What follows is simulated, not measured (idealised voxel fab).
The process module presented herein is designated voxel self aligned vias.
Pictured: cross-section cut, 230 nm wide, on a grid of 5 nm square cells.
Cross-section, as written here: a square-cell grid given band by band from the top down, where a band holds one or more rows of cells. The entry gives the band's vertical extent as a top height and a bottom height in nm, then its horizontal make-up as materials from left to right, each with a width in nm. "blank" stands for empty space; a single material marked "throughout" fills the band edge to edge. Note: height 0 marks the level under which the wafer is uniformly one material as received. Lowest band unbounded below, written "0 down". Quick explanation for "30 to 40": the width changes in equal steps down the rows of cells, from the first number in the band's top row to the second number in its bottom row. Where the words "nothing different" appear for a step, the cross-section shows no cell changed by that step; every cell remained as before. Closed-off voids of 8+ cells (no open route to the top) go in "Closed void catalog", written width x height at distance from the left edge, in nm. If you see something after the settings on a step's line, that's the simulator's own remark about that step. On any step carrying a mask, the "overlay nm" setting, if present on the step's line, tells how far right of its planned place the mask lay; negative values point to the left.
plan
step 1: RECEIVE (material Si)
step 2: CONFORMAL_DEP (material SiO2; thk nm 10)
step 3: CONFORMAL_DEP (material SiCN; thk nm 5)
step 4: DIRECTIONAL_DEP (material SiO2; thk nm 30)
step 5: MASKED_ETCH (tone open; mask id LINES; width nm 20; pitch nm 50; etch materials SiO2; depth nm 30; overlay nm 0)
step 6: CONFORMAL_DEP (material TiN; thk nm 5)
step 7: FILL_DEP (material Ru; thk nm 10)
step 8: CMP (height nm 45)
step 9: SELECTIVE_ETCH (etch materials W Ru TiN; depth nm 10)
step 10: FILL_DEP (material SiN; thk nm 10)
step 11: CMP (height nm 45)
step 12: DIRECTIONAL_DEP (material SiO2; thk nm 15)
step 13: PATTERN (tone open; mask id VIAS; material resist; width nm 30; thk nm 20; overlay nm 0)
step 14: DIRECTIONAL_ETCH (etch materials SiO2; depth nm 15)
step 15: DIRECTIONAL_ETCH (etch materials SiN; depth nm 10)
step 16: STRIP (etch materials resist)
step 17: CONFORMAL_DEP (material TiN; thk nm 5)
step 18: FILL_DEP (material W; thk nm 5)
step 19: CMP (height nm 60)
step 20: CONFORMAL_DEP (material SiCN; thk nm 5)
Shown in cross-section is the wafer as received, that is, as it stands after step 1
> 0 down = Si throughout
> Closed void catalog: none
One mistake in running the module, otherwise start and plan as above: cross-section at the end
> 65 to 60 = SiCN throughout
> 60 to 50 = 70 of SiO2, then 5 of TiN, then 30 of W, then 5 of TiN, then 120 of SiO2
> 50 to 45 = 70 of SiO2, then 15 of TiN, then 10 of W, then 15 of TiN, then 120 of SiO2
> 45 to 40 = 80 of SiO2, then 5 of TiN, then 10 of W, then 5 of TiN, then 30 of SiO2, then 20 of SiN, then 80 of SiO2
> 40 to 35 = 80 of SiO2, then 20 of TiN, then 30 of SiO2, then 20 of SiN, then 80 of SiO2
> 35 to 20 = 80 of SiO2, then 5 of TiN, then 10 of Ru, then 5 of TiN, then 30 of SiO2, then 5 of TiN, then 10 of Ru, then 5 of TiN, then 80 of SiO2
> 20 to 15 = 80 of SiO2, then 20 of TiN, then 30 of SiO2, then 20 of TiN, then 80 of SiO2
> 15 to 10 = SiCN throughout
> 10 to 0 = SiO2 throughout
> 0 down = Si throughout
> Closed void catalog: none
Short version of what went wrong: step 13 did not happen as planned, as run it was PATTERN (tone open; mask id VIAS; material resist; width nm 40; thk nm 20; overlay nm 0)
